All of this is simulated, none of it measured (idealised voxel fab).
Process module name: voxel capacitor over wiring
Displayed cross-section: cut, width of 230 nm, square cells sized 5 nm.
Cross-section spec: square-cell grid; bands listed top down; each band is one or more rows.
What a band's entry tells you: where the top is and where the bottom is, as heights in nm, and after that what lies inside, material by material from left to right, each with its width in nm. Empty space is written as the word "blank", and a single material marked with the word "full width" occupies the band from edge to edge.
The reference from which all heights are counted is 0, the level beneath which the as-received wafer is entirely one material; the lowest band, having no lower bound, proceeds downward and is written after the example "0 and below".
Width: "30->40" (first number = top row, second number = bottom row, same change from row to row of cells).
For the purposes of this document, the phrase "changes: none" attached to a step denotes that no cell within the cross-section was modified by that step.
Enclosed void listing: empty space of 8 cells or more with no open way to the top, each as width x height at its distance from the left edge, in nm
Anything after a step's settings on that line? It's the simulator's own note about the step.
"overlay nm" on a masked step: distance the mask lay right of its planned place, negative for left.
Note on reading: below, each pair holds a cross-section from before one process step and one from after it; the one from after shows only down to the lowest band that changed. Beneath the pair, the step in between is stated along with its settings. The pairs can stem from different runs of this module on the same starting wafer. Where a pair's entry headed "Pre-step section" says so, and only there, that pair continues from the pair above it.
-- Pre-step section
  0 and below  Si full width
  Enclosed void listing: none
-- State After Step
  15 down to 0  SiO2 full width
  Nothing below the height 0 has changed.
  Enclosed void listing: none
So what happened between those two cross-sections up there? CONFORMAL_DEP | material SiO2 | thk nm 15
Pre-step section: see preceding pair, after cross-section.
-- State After Step
  20 down to 15  TiN full width
  Nothing below the height 15 has changed.
  Enclosed void listing: none
So what happened between those two cross-sections up there? DIRECTIONAL_DEP | material TiN | thk nm 5
Pre-step section: see preceding pair, after cross-section.
-- State After Step
  40 down to 20  Ru full width
  Nothing below the height 20 has changed.
  Enclosed void listing: none
So what happened between those two cross-sections up there? DIRECTIONAL_DEP | material Ru | thk nm 20
Pre-step section: see preceding pair, after cross-section.
-- State After Step
  60 down to 40  blank 60 nm, then resist 30 nm, then blank 50 nm, then resist 30 nm, then blank 60 nm
  Nothing below the height 40 has changed.
  Enclosed void listing: none
So what happened between those two cross-sections up there? PATTERN | tone cover | mask id METAL_1 | material resist | width nm 30 | pitch nm 80 | thk nm 20 | overlay nm 0
Pre-step section: see preceding pair, after cross-section.
-- State After Step
  60 down to 40  blank 60 nm, then resist 30 nm, then blank 50 nm, then resist 30 nm, then blank 60 nm
  40 down to 20  blank 60 nm, then Ru 30 nm, then blank 50 nm, then Ru 30 nm, then blank 60 nm
  Nothing below the height 20 has changed.
  Enclosed void listing: none
So what happened between those two cross-sections up there? DIRECTIONAL_ETCH | etch materials Ru | depth nm 20
Pre-step section: see preceding pair, after cross-section.
-- State After Step
  60 down to 40  blank 60 nm, then resist 30 nm, then blank 50 nm, then resist 30 nm, then blank 60 nm
  40 down to 20  blank 60 nm, then Ru 30 nm, then blank 50 nm, then Ru 30 nm, then blank 60 nm
  20 down to 15  blank 60 nm, then TiN 30 nm, then blank 50 nm, then TiN 30 nm, then blank 60 nm
  Nothing below the height 15 has changed.
  Enclosed void listing: none
So what happened between those two cross-sections up there? DIRECTIONAL_ETCH | etch materials TiN | depth nm 5
Pre-step section: see preceding pair, after cross-section.
-- State After Step
  40 down to 20  blank 60 nm, then Ru 30 nm, then blank 50 nm, then Ru 30 nm, then blank 60 nm
  Nothing below the height 20 has changed.
  Enclosed void listing: none
So what happened between those two cross-sections up there? STRIP | etch materials resist
Pre-step section: see preceding pair, after cross-section.
-- State After Step
  45 down to 40  blank 55 nm, then SiN 40 nm, then blank 40 nm, then SiN 40 nm, then blank 55 nm
  40 down to 20  blank 55 nm, then SiN 5 nm, then Ru 30 nm, then SiN 5 nm, then blank 40 nm, then SiN 5 nm, then Ru 30 nm, then SiN 5 nm, then blank 55 nm
  20 down to 15  SiN 60 nm, then TiN 30 nm, then SiN 50 nm, then TiN 30 nm, then SiN 60 nm
  Nothing below the height 15 has changed.
  Enclosed void listing: none
So what happened between those two cross-sections up there? CONFORMAL_DEP | material SiN | thk nm 5
Pre-step section: see preceding pair, after cross-section.
-- State After Step
  55 down to 45  lowk full width
  45 down to 40  lowk 55 nm, then SiN 40 nm, then lowk 40 nm, then SiN 40 nm, then lowk 55 nm
  40 down to 20  lowk 55 nm, then SiN 5 nm, then Ru 30 nm, then SiN 5 nm, then lowk 40 nm, then SiN 5 nm, then Ru 30 nm, then SiN 5 nm, then lowk 55 nm
  Nothing below the height 20 has changed.
  Enclosed void listing: none
So what happened between those two cross-sections up there? FILL_DEP | material lowk | thk nm 10
Pre-step section: see preceding pair, after cross-section.
-- State After Step
  40 down to 20  lowk 55 nm, then SiN 5 nm, then Ru 30 nm, then SiN 5 nm, then lowk 40 nm, then SiN 5 nm, then Ru 30 nm, then SiN 5 nm, then lowk 55 nm
  Nothing below the height 20 has changed.
  Enclosed void listing: none
So what happened between those two cross-sections up there? CMP | height nm 40
Pre-step section: see preceding pair, after cross-section.
-- State After Step
  45 down to 40  SiCN full width
  Nothing below the height 40 has changed.
  Enclosed void listing: none
So what happened between those two cross-sections up there? CONFORMAL_DEP | material SiCN | thk nm 5
Pre-step section: see preceding pair, after cross-section.
-- State After Step
  60 down to 45  lowk full width
  Nothing below the height 45 has changed.
  Enclosed void listing: none
So what happened between those two cross-sections up there? DIRECTIONAL_DEP | material lowk | thk nm 15
Pre-step section: see preceding pair, after cross-section.
-- State After Step
  60 down to 45  lowk 75 nm, then blank 15 nm, then lowk 140 nm
  Nothing below the height 45 has changed.
  Enclosed void listing: none
So what happened between those two cross-sections up there? MASKED_ETCH | tone open | mask id PLUG_1 | width nm 15 | etch materials lowk | depth nm 15 | overlay nm 0
Pre-step section: see preceding pair, after cross-section.
-- State After Step
  60 down to 45  lowk 75 nm, then blank 15 nm, then lowk 140 nm
  45 down to 40  SiCN 75 nm, then blank 15 nm, then SiCN 140 nm
  Nothing below the height 40 has changed.
  Enclosed void listing: none
So what happened between those two cross-sections up there? MASKED_ETCH | tone open | mask id PLUG_1 | width nm 15 | etch materials SiCN | depth nm 5 | overlay nm 0
Pre-step section: see preceding pair, after cross-section.
-- State After Step
  65 down to 60  TiN 80 nm, then blank 5 nm, then TiN 145 nm
  60 down to 45  lowk 75 nm, then TiN 5 nm, then blank 5 nm, then TiN 5 nm, then lowk 140 nm
  45 down to 40  SiCN 75 nm, then TiN 15 nm, then SiCN 140 nm
  Nothing below the height 40 has changed.
  Enclosed void listing: none
So what happened between those two cross-sections up there? CONFORMAL_DEP | material TiN | thk nm 5
Pre-step section: see preceding pair, after cross-section.
-- State After Step
  70 down to 65  W full width
  65 down to 60  TiN 80 nm, then W 5 nm, then TiN 145 nm
  60 down to 45  lowk 75 nm, then TiN 5 nm, then W 5 nm, then TiN 5 nm, then lowk 140 nm
  Nothing below the height 45 has changed.
  Enclosed void listing: none
So what happened between those two cross-sections up there? FILL_DEP | material W | thk nm 5
Pre-step section: see preceding pair, after cross-section.
-- State After Step
  60 down to 45  lowk 75 nm, then TiN 5 nm, then W 5 nm, then TiN 5 nm, then lowk 140 nm
  Nothing below the height 45 has changed.
  Enclosed void listing: none
So what happened between those two cross-sections up there? CMP | height nm 60
Pre-step section: see preceding pair, after cross-section.
-- State After Step
  65 down to 60  TiN full width
  Nothing below the height 60 has changed.
  Enclosed void listing: none
So what happened between those two cross-sections up there? DIRECTIONAL_DEP | material TiN | thk nm 5
Pre-step section: see preceding pair, after cross-section.
-- State After Step
  70 down to 65  HfO2 full width
  Nothing below the height 65 has changed.
  Enclosed void listing: none
So what happened between those two cross-sections up there? DIRECTIONAL_DEP | material HfO2 | thk nm 5
Pre-step section: see preceding pair, after cross-section.
-- State After Step
  75 down to 70  TiN full width
  Nothing below the height 70 has changed.
  Enclosed void listing: none
So what happened between those two cross-sections up there? DIRECTIONAL_DEP | material TiN | thk nm 5
Pre-step section: see preceding pair, after cross-section.
-- State After Step
  95 down to 75  blank 75 nm, then resist 55 nm, then blank 100 nm
  Nothing below the height 75 has changed.
  Enclosed void listing: none
So what happened between those two cross-sections up there? PATTERN | tone cover | mask id UPPER_PLATE | material resist | width nm 55 | thk nm 20 | overlay nm 0
Pre-step section: see preceding pair, after cross-section.
-- State After Step
  95 down to 75  blank 75 nm, then resist 55 nm, then blank 100 nm
  75 down to 70  blank 75 nm, then TiN 55 nm, then blank 100 nm
  Nothing below the height 70 has changed.
  Enclosed void listing: none
So what happened between those two cross-sections up there? DIRECTIONAL_ETCH | etch materials TiN | depth nm 5
Pre-step section: see preceding pair, after cross-section.
-- State After Step
  95 down to 75  blank 75 nm, then resist 55 nm, then blank 100 nm
  75 down to 70  blank 75 nm, then TiN 55 nm, then blank 100 nm
  70 down to 65  blank 75 nm, then HfO2 55 nm, then blank 100 nm
  Nothing below the height 65 has changed.
  Enclosed void listing: none
So what happened between those two cross-sections up there? DIRECTIONAL_ETCH | etch materials HfO2 | depth nm 5
Pre-step section: see preceding pair, after cross-section.
-- State After Step
  75 down to 70  blank 75 nm, then TiN 55 nm, then blank 100 nm
  Nothing below the height 70 has changed.
  Enclosed void listing: none
So what happened between those two cross-sections up there? STRIP | etch materials resist
Pre-step section: see preceding pair, after cross-section.
-- State After Step
  90 down to 80  blank 75 nm, then aC 55 nm, then blank 100 nm
  80 down to 75  aC full width
  75 down to 70  aC 75 nm, then TiN 55 nm, then aC 100 nm
  70 down to 65  aC 75 nm, then HfO2 55 nm, then aC 100 nm
  Nothing below the height 65 has changed.
  Enclosed void listing: none
So what happened between those two cross-sections up there? DIRECTIONAL_DEP | material aC | thk nm 15
Pre-step section: see preceding pair, after cross-section.
-- State After Step
  120 down to 90  blank 70 nm, then resist 65 nm, then blank 95 nm
  90 down to 80  blank 70 nm, then resist 5 nm, then aC 55 nm, then resist 5 nm, then blank 95 nm
  Nothing below the height 80 has changed.
  Enclosed void listing: none
So what happened between those two cross-sections up there? PATTERN | tone cover | mask id LOWER_PLATE | material resist | width nm 65 | thk nm 30 | overlay nm 0
Pre-step section: see preceding pair, after cross-section.
-- State After Step
  105 down to 90  blank 70 nm, then resist 65 nm, then blank 95 nm
  90 down to 80  blank 70 nm, then resist 5 nm, then aC 55 nm, then resist 5 nm, then blank 95 nm
  80 down to 75  blank 70 nm, then aC 65 nm, then blank 95 nm
  75 down to 70  blank 70 nm, then aC 5 nm, then TiN 55 nm, then aC 5 nm, then blank 95 nm
  70 down to 65  blank 70 nm, then aC 5 nm, then HfO2 55 nm, then aC 5 nm, then blank 95 nm
  Nothing below the height 65 has changed.
  Enclosed void listing: none
So what happened between those two cross-sections up there? DIRECTIONAL_ETCH | etch materials aC | depth nm 15
Pre-step section: see preceding pair, after cross-section.
-- State After Step
  90 down to 80  blank 75 nm, then aC 55 nm, then blank 100 nm
  Nothing below the height 80 has changed.
  Enclosed void listing: none
So what happened between those two cross-sections up there? STRIP | etch materials resist
Pre-step section: see preceding pair, after cross-section.
-- State After Step
  90 down to 80  blank 75 nm, then aC 55 nm, then blank 100 nm
  80 down to 75  blank 70 nm, then aC 65 nm, then blank 95 nm
  75 down to 70  blank 70 nm, then aC 5 nm, then TiN 55 nm, then aC 5 nm, then blank 95 nm
  70 down to 65  blank 70 nm, then aC 5 nm, then HfO2 55 nm, then aC 5 nm, then blank 95 nm
  65 down to 60  blank 70 nm, then TiN 65 nm, then blank 95 nm
  Nothing below the height 60 has changed.
  Enclosed void listing: none
So what happened between those two cross-sections up there? DIRECTIONAL_ETCH | etch materials TiN | depth nm 5
Pre-step section: see preceding pair, after cross-section.
-- State After Step
  75 down to 70  blank 75 nm, then TiN 55 nm, then blank 100 nm
  70 down to 65  blank 75 nm, then HfO2 55 nm, then blank 100 nm
  Nothing below the height 65 has changed.
  Enclosed void listing: none
So what happened between those two cross-sections up there? STRIP | etch materials aC
Pre-step section: see preceding pair, after cross-section.
-- State After Step
  90 down to 75  SiO2 full width
  75 down to 70  SiO2 75 nm, then TiN 55 nm, then SiO2 100 nm
  70 down to 65  SiO2 75 nm, then HfO2 55 nm, then SiO2 100 nm
  65 down to 60  SiO2 70 nm, then TiN 65 nm, then SiO2 95 nm
  Nothing below the height 60 has changed.
  Enclosed void listing: none
So what happened between those two cross-sections up there? FILL_DEP | material SiO2 | thk nm 15
Pre-step section: see preceding pair, after cross-section.
-- State After Step
  85 down to 75  SiO2 full width
  Nothing below the height 75 has changed.
  Enclosed void listing: none
So what happened between those two cross-sections up there? CMP | height nm 85
Pre-step section: see preceding pair, after cross-section.
-- State After Step
  95 down to 85  aC full width
  Nothing below the height 85 has changed.
  Enclosed void listing: none
So what happened between those two cross-sections up there? DIRECTIONAL_DEP | material aC | thk nm 10
Pre-step section: see preceding pair, after cross-section.
-- State After Step
  125 down to 95  resist 85 nm, then blank 15 nm, then resist 130 nm
  Nothing below the height 95 has changed.
  Enclosed void listing: none
So what happened between those two cross-sections up there? PATTERN | tone open | mask id PLUG_2 | material resist | width nm 15 | thk nm 30 | overlay nm 0
Pre-step section: see preceding pair, after cross-section.
-- State After Step
  115 down to 95  resist 85 nm, then blank 15 nm, then resist 130 nm
  95 down to 85  aC 85 nm, then blank 15 nm, then aC 130 nm
  Nothing below the height 85 has changed.
  Enclosed void listing: none
So what happened between those two cross-sections up there? DIRECTIONAL_ETCH | etch materials aC | depth nm 10
Pre-step section: see preceding pair, after cross-section.
-- State After Step
  95 down to 85  aC 85 nm, then blank 15 nm, then aC 130 nm
  Nothing below the height 85 has changed.
  Enclosed void listing: none
So what happened between those two cross-sections up there? STRIP | etch materials resist
Pre-step section: see preceding pair, after cross-section.
-- State After Step
  95 down to 85  aC 85 nm, then blank 15 nm, then aC 130 nm
  85 down to 75  SiO2 85 nm, then blank 15 nm, then SiO2 130 nm
  Nothing below the height 75 has changed.
  Enclosed void listing: none
So what happened between those two cross-sections up there? DIRECTIONAL_ETCH | etch materials SiO2 | depth nm 10
Pre-step section: see preceding pair, after cross-section.
-- State After Step
  85 down to 75  SiO2 85 nm, then blank 15 nm, then SiO2 130 nm
  Nothing below the height 75 has changed.
  Enclosed void listing: none
So what happened between those two cross-sections up there? STRIP | etch materials aC
Pre-step section: see preceding pair, after cross-section.
-- State After Step
  90 down to 85  TiN 90 nm, then blank 5 nm, then TiN 135 nm
  85 down to 80  SiO2 85 nm, then TiN 5 nm, then blank 5 nm, then TiN 5 nm, then SiO2 130 nm
  80 down to 70  SiO2 85->75 nm, then TiN 15->55 nm, then SiO2 130->100 nm
  Nothing below the height 70 has changed.
  Enclosed void listing: none
So what happened between those two cross-sections up there? CONFORMAL_DEP | material TiN | thk nm 5
Pre-step section: see preceding pair, after cross-section.
-- State After Step
  100 down to 90  W full width
  90 down to 85  TiN 90 nm, then W 5 nm, then TiN 135 nm
  85 down to 80  SiO2 85 nm, then TiN 5 nm, then W 5 nm, then TiN 5 nm, then SiO2 130 nm
  Nothing below the height 80 has changed.
  Enclosed void listing: none
So what happened between those two cross-sections up there? FILL_DEP | material W | thk nm 10
Pre-step section: see preceding pair, after cross-section.
-- State After Step
  85 down to 80  SiO2 85 nm, then TiN 5 nm, then W 5 nm, then TiN 5 nm, then SiO2 130 nm
  Nothing below the height 80 has changed.
  Enclosed void listing: none
So what happened between those two cross-sections up there? CMP | height nm 85
Pre-step section: see preceding pair, after cross-section.
-- State After Step
  90 down to 85  SiCN full width
  Nothing below the height 85 has changed.
  Enclosed void listing: none
So what happened between those two cross-sections up there? CONFORMAL_DEP | material SiCN | thk nm 5
-- Pre-step section
  100 down to 90  W full width
  90 down to 85  TiN 90 nm, then W 5 nm, then TiN 135 nm
  85 down to 80  SiO2 85 nm, then TiN 5 nm, then W 5 nm, then TiN 5 nm, then SiO2 130 nm
  80 down to 70  SiO2 85->75 nm, then TiN 15->55 nm, then SiO2 130->100 nm
  70 down to 65  SiO2 75 nm, then HfO2 55 nm, then SiO2 100 nm
  65 down to 60  SiO2 70 nm, then TiN 65 nm, then SiO2 95 nm
  60 down to 45  lowk 75 nm, then TiN 5 nm, then W 5 nm, then TiN 5 nm, then lowk 140 nm
  45 down to 40  SiCN 75 nm, then TiN 15 nm, then SiCN 140 nm
  40 down to 20  lowk 55 nm, then SiN 5 nm, then Ru 30 nm, then SiN 5 nm, then lowk 40 nm, then SiN 5 nm, then Ru 30 nm, then SiN 5 nm, then lowk 55 nm
  20 down to 15  SiN 60 nm, then TiN 30 nm, then SiN 50 nm, then TiN 30 nm, then SiN 60 nm
  15 down to 0  SiO2 full width
  0 and below  Si full width
  Enclosed void listing: none
-- State After Step
  105 down to 100  SiCN full width
  Nothing below the height 100 has changed.
  Enclosed void listing: none
So what happened between those two cross-sections up there? CONFORMAL_DEP | material SiCN | thk nm 5
-- Pre-step section
  15 down to 0  SiO2 full width
  0 and below  Si full width
  Enclosed void listing: none
-- State After Step
  30 down to 0  SiO2 full width
  Nothing below the height 0 has changed.
  Enclosed void listing: none
So what happened between those two cross-sections up there? CONFORMAL_DEP | material SiO2 | thk nm 15
Pre-step section: see preceding pair, after cross-section.
-- State After Step
  35 down to 30  TiN full width
  Nothing below the height 30 has changed.
  Enclosed void listing: none
So what happened between those two cross-sections up there? DIRECTIONAL_DEP | material TiN | thk nm 5
Pre-step section: see preceding pair, after cross-section.
-- State After Step
  55 down to 35  Ru full width
  Nothing below the height 35 has changed.
  Enclosed void listing: none
So what happened between those two cross-sections up there? DIRECTIONAL_DEP | material Ru | thk nm 20
Pre-step section: see preceding pair, after cross-section.
-- State After Step
  75 down to 55  blank 60 nm, then resist 30 nm, then blank 50 nm, then resist 30 nm, then blank 60 nm
  Nothing below the height 55 has changed.
  Enclosed void listing: none
So what happened between those two cross-sections up there? PATTERN | tone cover | mask id METAL_1 | material resist | width nm 30 | pitch nm 80 | thk nm 20 | overlay nm 0
Pre-step section: see preceding pair, after cross-section.
-- State After Step
  75 down to 55  blank 60 nm, then resist 30 nm, then blank 50 nm, then resist 30 nm, then blank 60 nm
  55 down to 35  blank 60 nm, then Ru 30 nm, then blank 50 nm, then Ru 30 nm, then blank 60 nm
  Nothing below the height 35 has changed.
  Enclosed void listing: none
So what happened between those two cross-sections up there? DIRECTIONAL_ETCH | etch materials Ru | depth nm 20
Pre-step section: see preceding pair, after cross-section.
-- State After Step
  75 down to 55  blank 60 nm, then resist 30 nm, then blank 50 nm, then resist 30 nm, then blank 60 nm
  55 down to 35  blank 60 nm, then Ru 30 nm, then blank 50 nm, then Ru 30 nm, then blank 60 nm
  35 down to 30  blank 60 nm, then TiN 30 nm, then blank 50 nm, then TiN 30 nm, then blank 60 nm
  Nothing below the height 30 has changed.
  Enclosed void listing: none
So what happened between those two cross-sections up there? DIRECTIONAL_ETCH | etch materials TiN | depth nm 5
Pre-step section: see preceding pair, after cross-section.
-- State After Step
  55 down to 35  blank 60 nm, then Ru 30 nm, then blank 50 nm, then Ru 30 nm, then blank 60 nm
  Nothing below the height 35 has changed.
  Enclosed void listing: none
So what happened between those two cross-sections up there? STRIP | etch materials resist
Pre-step section: see preceding pair, after cross-section.
-- State After Step
  60 down to 55  blank 55 nm, then SiN 40 nm, then blank 40 nm, then SiN 40 nm, then blank 55 nm
  55 down to 35  blank 55 nm, then SiN 5 nm, then Ru 30 nm, then SiN 5 nm, then blank 40 nm, then SiN 5 nm, then Ru 30 nm, then SiN 5 nm, then blank 55 nm
  35 down to 30  SiN 60 nm, then TiN 30 nm, then SiN 50 nm, then TiN 30 nm, then SiN 60 nm
  Nothing below the height 30 has changed.
  Enclosed void listing: none
So what happened between those two cross-sections up there? CONFORMAL_DEP | material SiN | thk nm 5
Pre-step section: see preceding pair, after cross-section.
-- State After Step
  70 down to 60  lowk full width
  60 down to 55  lowk 55 nm, then SiN 40 nm, then lowk 40 nm, then SiN 40 nm, then lowk 55 nm
  55 down to 35  lowk 55 nm, then SiN 5 nm, then Ru 30 nm, then SiN 5 nm, then lowk 40 nm, then SiN 5 nm, then Ru 30 nm, then SiN 5 nm, then lowk 55 nm
  Nothing below the height 35 has changed.
  Enclosed void listing: none
So what happened between those two cross-sections up there? FILL_DEP | material lowk | thk nm 10
Pre-step section: see preceding pair, after cross-section.
-- State After Step
  40 down to 35  lowk 55 nm, then SiN 5 nm, then Ru 30 nm, then SiN 5 nm, then lowk 40 nm, then SiN 5 nm, then Ru 30 nm, then SiN 5 nm, then lowk 55 nm
  Nothing below the height 35 has changed.
  Enclosed void listing: none
So what happened between those two cross-sections up there? CMP | height nm 40
Pre-step section: see preceding pair, after cross-section.
-- State After Step
  45 down to 40  SiCN full width
  Nothing below the height 40 has changed.
  Enclosed void listing: none
So what happened between those two cross-sections up there? CONFORMAL_DEP | material SiCN | thk nm 5
Pre-step section: see preceding pair, after cross-section.
-- State After Step
  60 down to 45  lowk full width
  Nothing below the height 45 has changed.
  Enclosed void listing: none
So what happened between those two cross-sections up there? DIRECTIONAL_DEP | material lowk | thk nm 15
Pre-step section: see preceding pair, after cross-section.
-- State After Step
  60 down to 45  lowk 75 nm, then blank 15 nm, then lowk 140 nm
  Nothing below the height 45 has changed.
  Enclosed void listing: none
So what happened between those two cross-sections up there? MASKED_ETCH | tone open | mask id PLUG_1 | width nm 15 | etch materials lowk | depth nm 15 | overlay nm 0
Pre-step section: see preceding pair, after cross-section.
-- State After Step
  60 down to 45  lowk 75 nm, then blank 15 nm, then lowk 140 nm
  45 down to 40  SiCN 75 nm, then blank 15 nm, then SiCN 140 nm
  Nothing below the height 40 has changed.
  Enclosed void listing: none
So what happened between those two cross-sections up there? MASKED_ETCH | tone open | mask id PLUG_1 | width nm 15 | etch materials SiCN | depth nm 5 | overlay nm 0
Pre-step section: see preceding pair, after cross-section.
-- State After Step
  65 down to 60  TiN 80 nm, then blank 5 nm, then TiN 145 nm
  60 down to 45  lowk 75 nm, then TiN 5 nm, then blank 5 nm, then TiN 5 nm, then lowk 140 nm
  45 down to 40  SiCN 75 nm, then TiN 15 nm, then SiCN 140 nm
  Nothing below the height 40 has changed.
  Enclosed void listing: none
So what happened between those two cross-sections up there? CONFORMAL_DEP | material TiN | thk nm 5
Pre-step section: see preceding pair, after cross-section.
-- State After Step
  70 down to 65  W full width
  65 down to 60  TiN 80 nm, then W 5 nm, then TiN 145 nm
  60 down to 45  lowk 75 nm, then TiN 5 nm, then W 5 nm, then TiN 5 nm, then lowk 140 nm
  Nothing below the height 45 has changed.
  Enclosed void listing: none
So what happened between those two cross-sections up there? FILL_DEP | material W | thk nm 5
Pre-step section: see preceding pair, after cross-section.
-- State After Step
  60 down to 45  lowk 75 nm, then TiN 5 nm, then W 5 nm, then TiN 5 nm, then lowk 140 nm
  Nothing below the height 45 has changed.
  Enclosed void listing: none
So what happened between those two cross-sections up there? CMP | height nm 60
Pre-step section: see preceding pair, after cross-section.
-- State After Step
  65 down to 60  TiN full width
  Nothing below the height 60 has changed.
  Enclosed void listing: none
So what happened between those two cross-sections up there? DIRECTIONAL_DEP | material TiN | thk nm 5
Pre-step section: see preceding pair, after cross-section.
-- State After Step
  70 down to 65  HfO2 full width
  Nothing below the height 65 has changed.
  Enclosed void listing: none
So what happened between those two cross-sections up there? DIRECTIONAL_DEP | material HfO2 | thk nm 5
Pre-step section: see preceding pair, after cross-section.
-- State After Step
  75 down to 70  TiN full width
  Nothing below the height 70 has changed.
  Enclosed void listing: none
So what happened between those two cross-sections up there? DIRECTIONAL_DEP | material TiN | thk nm 5
Pre-step section: see preceding pair, after cross-section.
-- State After Step
  95 down to 75  blank 75 nm, then resist 55 nm, then blank 100 nm
  Nothing below the height 75 has changed.
  Enclosed void listing: none
So what happened between those two cross-sections up there? PATTERN | tone cover | mask id UPPER_PLATE | material resist | width nm 55 | thk nm 20 | overlay nm 0
Pre-step section: see preceding pair, after cross-section.
-- State After Step
  95 down to 75  blank 75 nm, then resist 55 nm, then blank 100 nm
  75 down to 70  blank 75 nm, then TiN 55 nm, then blank 100 nm
  Nothing below the height 70 has changed.
  Enclosed void listing: none
So what happened between those two cross-sections up there? DIRECTIONAL_ETCH | etch materials TiN | depth nm 5
Pre-step section: see preceding pair, after cross-section.
-- State After Step
  95 down to 75  blank 75 nm, then resist 55 nm, then blank 100 nm
  75 down to 70  blank 75 nm, then TiN 55 nm, then blank 100 nm
  70 down to 65  blank 75 nm, then HfO2 55 nm, then blank 100 nm
  Nothing below the height 65 has changed.
  Enclosed void listing: none
So what happened between those two cross-sections up there? DIRECTIONAL_ETCH | etch materials HfO2 | depth nm 5
Pre-step section: see preceding pair, after cross-section.
-- State After Step
  75 down to 70  blank 75 nm, then TiN 55 nm, then blank 100 nm
  Nothing below the height 70 has changed.
  Enclosed void listing: none
So what happened between those two cross-sections up there? STRIP | etch materials resist
Pre-step section: see preceding pair, after cross-section.
-- State After Step
  90 down to 80  blank 75 nm, then aC 55 nm, then blank 100 nm
  80 down to 75  aC full width
  75 down to 70  aC 75 nm, then TiN 55 nm, then aC 100 nm
  70 down to 65  aC 75 nm, then HfO2 55 nm, then aC 100 nm
  Nothing below the height 65 has changed.
  Enclosed void listing: none
So what happened between those two cross-sections up there? DIRECTIONAL_DEP | material aC | thk nm 15
Pre-step section: see preceding pair, after cross-section.
-- State After Step
  120 down to 90  blank 70 nm, then resist 65 nm, then blank 95 nm
  90 down to 80  blank 70 nm, then resist 5 nm, then aC 55 nm, then resist 5 nm, then blank 95 nm
  Nothing below the height 80 has changed.
  Enclosed void listing: none
So what happened between those two cross-sections up there? PATTERN | tone cover | mask id LOWER_PLATE | material resist | width nm 65 | thk nm 30 | overlay nm 0
Pre-step section: see preceding pair, after cross-section.
-- State After Step
  105 down to 90  blank 70 nm, then resist 65 nm, then blank 95 nm
  90 down to 80  blank 70 nm, then resist 5 nm, then aC 55 nm, then resist 5 nm, then blank 95 nm
  80 down to 75  blank 70 nm, then aC 65 nm, then blank 95 nm
  75 down to 70  blank 70 nm, then aC 5 nm, then TiN 55 nm, then aC 5 nm, then blank 95 nm
  70 down to 65  blank 70 nm, then aC 5 nm, then HfO2 55 nm, then aC 5 nm, then blank 95 nm
  Nothing below the height 65 has changed.
  Enclosed void listing: none
So what happened between those two cross-sections up there? DIRECTIONAL_ETCH | etch materials aC | depth nm 15
Pre-step section: see preceding pair, after cross-section.
-- State After Step
  90 down to 80  blank 75 nm, then aC 55 nm, then blank 100 nm
  Nothing below the height 80 has changed.
  Enclosed void listing: none
So what happened between those two cross-sections up there? STRIP | etch materials resist
Pre-step section: see preceding pair, after cross-section.
-- State After Step
  90 down to 80  blank 75 nm, then aC 55 nm, then blank 100 nm
  80 down to 75  blank 70 nm, then aC 65 nm, then blank 95 nm
  75 down to 70  blank 70 nm, then aC 5 nm, then TiN 55 nm, then aC 5 nm, then blank 95 nm
  70 down to 65  blank 70 nm, then aC 5 nm, then HfO2 55 nm, then aC 5 nm, then blank 95 nm
  65 down to 60  blank 70 nm, then TiN 65 nm, then blank 95 nm
  Nothing below the height 60 has changed.
  Enclosed void listing: none
So what happened between those two cross-sections up there? DIRECTIONAL_ETCH | etch materials TiN | depth nm 5
Pre-step section: see preceding pair, after cross-section.
-- State After Step
  75 down to 70  blank 75 nm, then TiN 55 nm, then blank 100 nm
  70 down to 65  blank 75 nm, then HfO2 55 nm, then blank 100 nm
  Nothing below the height 65 has changed.
  Enclosed void listing: none
So what happened between those two cross-sections up there? STRIP | etch materials aC
Pre-step section: see preceding pair, after cross-section.
-- State After Step
  90 down to 75  SiO2 full width
  75 down to 70  SiO2 75 nm, then TiN 55 nm, then SiO2 100 nm
  70 down to 65  SiO2 75 nm, then HfO2 55 nm, then SiO2 100 nm
  65 down to 60  SiO2 70 nm, then TiN 65 nm, then SiO2 95 nm
  Nothing below the height 60 has changed.
  Enclosed void listing: none
So what happened between those two cross-sections up there? FILL_DEP | material SiO2 | thk nm 15
Pre-step section: see preceding pair, after cross-section.
-- State After Step
  85 down to 75  SiO2 full width
  Nothing below the height 75 has changed.
  Enclosed void listing: none
So what happened between those two cross-sections up there? CMP | height nm 85
Pre-step section: see preceding pair, after cross-section.
-- State After Step
  95 down to 85  aC full width
  Nothing below the height 85 has changed.
  Enclosed void listing: none
So what happened between those two cross-sections up there? DIRECTIONAL_DEP | material aC | thk nm 10
Pre-step section: see preceding pair, after cross-section.
-- State After Step
  125 down to 95  resist 85 nm, then blank 15 nm, then resist 130 nm
  Nothing below the height 95 has changed.
  Enclosed void listing: none
So what happened between those two cross-sections up there? PATTERN | tone open | mask id PLUG_2 | material resist | width nm 15 | thk nm 30 | overlay nm 0
Pre-step section: see preceding pair, after cross-section.
-- State After Step
  115 down to 95  resist 85 nm, then blank 15 nm, then resist 130 nm
  95 down to 85  aC 85 nm, then blank 15 nm, then aC 130 nm
  Nothing below the height 85 has changed.
  Enclosed void listing: none
So what happened between those two cross-sections up there? DIRECTIONAL_ETCH | etch materials aC | depth nm 10
Pre-step section: see preceding pair, after cross-section.
-- State After Step
  95 down to 85  aC 85 nm, then blank 15 nm, then aC 130 nm
  Nothing below the height 85 has changed.
  Enclosed void listing: none
So what happened between those two cross-sections up there? STRIP | etch materials resist
Pre-step section: see preceding pair, after cross-section.
-- State After Step
  95 down to 85  aC 85 nm, then blank 15 nm, then aC 130 nm
  85 down to 75  SiO2 85 nm, then blank 15 nm, then SiO2 130 nm
  Nothing below the height 75 has changed.
  Enclosed void listing: none
So what happened between those two cross-sections up there? DIRECTIONAL_ETCH | etch materials SiO2 | depth nm 10
Pre-step section: see preceding pair, after cross-section.
-- State After Step
  85 down to 75  SiO2 85 nm, then blank 15 nm, then SiO2 130 nm
  Nothing below the height 75 has changed.
  Enclosed void listing: none
So what happened between those two cross-sections up there? STRIP | etch materials aC
Pre-step section: see preceding pair, after cross-section.
-- State After Step
  90 down to 85  TiN 90 nm, then blank 5 nm, then TiN 135 nm
  85 down to 80  SiO2 85 nm, then TiN 5 nm, then blank 5 nm, then TiN 5 nm, then SiO2 130 nm
  80 down to 70  SiO2 85->75 nm, then TiN 15->55 nm, then SiO2 130->100 nm
  Nothing below the height 70 has changed.
  Enclosed void listing: none
So what happened between those two cross-sections up there? CONFORMAL_DEP | material TiN | thk nm 5
Pre-step section: see preceding pair, after cross-section.
-- State After Step
  100 down to 90  W full width
  90 down to 85  TiN 90 nm, then W 5 nm, then TiN 135 nm
  85 down to 80  SiO2 85 nm, then TiN 5 nm, then W 5 nm, then TiN 5 nm, then SiO2 130 nm
  Nothing below the height 80 has changed.
  Enclosed void listing: none
So what happened between those two cross-sections up there? FILL_DEP | material W | thk nm 10
